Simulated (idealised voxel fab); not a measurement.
Module name: voxel spacer lines (process module)
cross-section cut | 275 nm wide | cells 5 nm
Think of the cross-section as a grid of square cells. We describe it in bands, top to bottom, and each band covers one or more rows of those cells. For a band, the entry starts with two heights in nm, that of the top and then that of the bottom, and carries on with the band's materials in order from left to right, each alongside its width in nm; the word "all across" beside a single material means it fills the band edge to edge, and "blank" means empty space. Beneath 0, the wafer as received is one material, and that level is where height counting begins. The lowest band goes on downward without a bottom; it is written like "0 -> down". The notation "30->40" denotes a width that varies across the rows of cells in the band, beginning at the first number in the top row, finishing at the second number in the bottom row, and changing by an identical amount from each row to the next. For the purposes of this document, the phrase "nothing got changed" attached to a step denotes that no cell within the cross-section was modified by that step. So "Closed voids list" is basically the list of trapped voids: any empty space of 8 cells or more that can't reach the top through an opening. They're written width x height at distance, the distance being from the left edge, and it's all nm. It should be noted that, on the line of a given step, the content following the step's settings is a remark produced by the simulator itself with respect to that step. What "overlay nm" on a step's line means: if the step has a mask, that mask lay this far to the right of its planned place, or, when the value is negative, to the left.
Listed below are the process steps as planned
1: RECEIVE with material Si
2: CONFORMAL_DEP with material Al2O3, thk nm 5
3: DIRECTIONAL_DEP with material W, thk nm 20
4: DIRECTIONAL_DEP with material polySi, thk nm 20
5: PATTERN with tone cover, mask id MANDREL, material resist, width nm 20, pitch nm 60, thk nm 25, overlay nm 0
6: DIRECTIONAL_ETCH with etch materials polySi, depth nm 20
7: STRIP with etch materials resist
8: CONFORMAL_DEP with material SiO2, thk nm 10
9: DIRECTIONAL_ETCH with etch materials SiO2, depth nm 10
10: STRIP with etch materials polySi
11: DIRECTIONAL_ETCH with etch materials W, depth nm 20
12: STRIP with etch materials SiO2
13: FILL_DEP with material SiO2, thk nm 5
14: CMP with height nm 25
As received, after step 1
	0 -> down | Si all across
	Closed voids list: none
Here's the wafer cut in cross-section after the module, started and planned just like above, except one thing was done wrong in the run
	20 -> 5 | SiO2 85 nm, W 10 nm, SiO2 20 nm, W 10 nm, SiO2 20 nm, W 10 nm, SiO2 20 nm, W 10 nm, SiO2 90 nm
	5 -> 0 | Al2O3 all across
	0 -> down | Si all across
	Closed voids list: none
Nonconformance to the process plan: step 14 did not happen as planned, as run it was CMP with height nm 20
